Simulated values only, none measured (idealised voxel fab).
Process module name: voxel gate over fins
Shown is cross-section cut, with a width of 175 nm and square cells of size 5 nm.
Cross-sections here: square-cell grids, written as top-down lists of bands, a band being one or more rows of cells.
First you get the band's top height and its bottom height, in nm, and then the materials it's made of, left to right, with each width in nm. If you see a single material with "full width", that one covers the band edge to edge. "empty" is empty space.
For the purposes of this specification, 0 denotes the height below which the wafer in its as-received condition is composed wholly of one material, and the lowermost band, lacking a lower limit, extends downward without end, as expressed in "0 down".
Top row gets the first number, bottom row gets the second, and each row in between changes by the same step: that is how a band width like "30 to 40" works.
What does "same as before" mean for a step? It means no cell of the cross-section changed in that step.
Any empty space of 8 cells or more lacking an open way to the top shows up in "Closed empty spaces" as width x height at distance, distance from the left edge, in nm.
If you see something after the settings on a step's line, that's the simulator's own remark about that step.
overlay nm: where the mask lay relative to plan, measured to the right, on steps with a mask; negatives go left.

-- Here's what the planned process steps look like
1,RECEIVE,material Si
2,CONFORMAL_DEP,material SiN,thk nm 10
3,MASKED_ETCH,tone cover,mask id FINS,width nm 15,pitch nm 45,etch materials SiN,depth nm 10,overlay nm 0
4,MASKED_ETCH,tone cover,mask id FINS,width nm 15,pitch nm 45,etch materials Si,depth nm 30,overlay nm 0
5,OXIDIZE,depth nm 5
6,FILL_DEP,material SiO2,thk nm 5
7,CMP,height nm 10
8,SELECTIVE_ETCH,etch materials SiO2,depth nm 20
9,STRIP,etch materials SiN
10,CONFORMAL_DEP,material HfO2,thk nm 5
11,CONFORMAL_DEP,material TiN,thk nm 5
12,CONFORMAL_DEP,material TiAl,thk nm 5
13,CONFORMAL_DEP,material TiN,thk nm 5
14,FILL_DEP,material W,thk nm 10
15,CMP,height nm 25
16,CONFORMAL_DEP,material SiCN,thk nm 5
Be aware that, although all wafers share a common starting state, the thk nm at step 11 differs among them, and the plan displays the first wafer's value.

-- As received, i.e. after step 1: cross-section through the first of several wafers
0 down | Si full width
Closed empty spaces: none

-- Here's the first of several wafers in cross-section, end of the module, after the last step, step 16
30 to 25 | SiCN full width
25 to 20 | W full width
20 to 15 | 20 nm W | 135 nm TiN | 20 nm W
15 to 10 | 20 nm W | 5 nm TiN | 35 nm TiAl | 10 nm TiN | 35 nm TiAl | 10 nm TiN | 35 nm TiAl | 5 nm TiN | 20 nm W
10 to 5 | 25 nm TiN | 5 nm TiAl | 25 nm TiN | 5 nm TiAl | 10 nm TiN | 5 nm TiAl | 25 nm TiN | 5 nm TiAl | 10 nm TiN | 5 nm TiAl | 25 nm TiN | 5 nm TiAl | 25 nm TiN
5 to 0 | 30 nm TiAl | 5 nm TiN | 15 nm HfO2 | 5 nm TiN | 20 nm TiAl | 5 nm TiN | 15 nm HfO2 | 5 nm TiN | 20 nm TiAl | 5 nm TiN | 15 nm HfO2 | 5 nm TiN | 30 nm TiAl
0 to -5 | 35 nm TiN | 5 nm HfO2 | 5 nm Si | 5 nm HfO2 | 30 nm TiN | 5 nm HfO2 | 5 nm Si | 5 nm HfO2 | 30 nm TiN | 5 nm HfO2 | 5 nm Si | 5 nm HfO2 | 35 nm TiN
-5 to -10 | 40 nm HfO2 | 5 nm Si | 40 nm HfO2 | 5 nm Si | 40 nm HfO2 | 5 nm Si | 40 nm HfO2
-10 to -35 | 40 nm SiO2 | 5 nm Si | 40 nm SiO2 | 5 nm Si | 40 nm SiO2 | 5 nm Si | 40 nm SiO2
-35 down | Si full width
Closed empty spaces: none

-- Last-wafer cross-section at the end of the module
30 to 25 | SiCN full width
25 to 20 | 10 nm TiN | 5 nm TiAl | 145 nm TiN | 5 nm TiAl | 10 nm TiN
20 to 15 | 15 nm TiAl | 145 nm TiN | 15 nm TiAl
15 to 5 | TiN full width
5 to 0 | 35 nm TiN | 15 nm HfO2 | 30 nm TiN | 15 nm HfO2 | 30 nm TiN | 15 nm HfO2 | 35 nm TiN
0 to -5 | 35 nm TiN | 5 nm HfO2 | 5 nm Si | 5 nm HfO2 | 30 nm TiN | 5 nm HfO2 | 5 nm Si | 5 nm HfO2 | 30 nm TiN | 5 nm HfO2 | 5 nm Si | 5 nm HfO2 | 35 nm TiN
-5 to -10 | 40 nm HfO2 | 5 nm Si | 40 nm HfO2 | 5 nm Si | 40 nm HfO2 | 5 nm Si | 40 nm HfO2
-10 to -35 | 40 nm SiO2 | 5 nm Si | 40 nm SiO2 | 5 nm Si | 40 nm SiO2 | 5 nm Si | 40 nm SiO2
-35 down | Si full width
Closed empty spaces: none

-- Per wafer (row), end of module: delta in cells per material since receipt, (+) for gained, (-) for lost; closed voids after that
thk nm 5 | +47 HfO2 | -224 Si | +35 SiCN | +160 SiO2 | +47 TiAl | +94 TiN | +51 W | Closed empty spaces: none
thk nm 10 | +47 HfO2 | -224 Si | +35 SiCN | +160 SiO2 | +47 TiAl | +133 TiN | +12 W | Closed empty spaces: none
thk nm 15 | +47 HfO2 | -224 Si | +35 SiCN | +160 SiO2 | +39 TiAl | +149 TiN | +4 W | Closed empty spaces: none
thk nm 20 | +47 HfO2 | -224 Si | +35 SiCN | +160 SiO2 | +8 TiAl | +184 TiN | Closed empty spaces: none
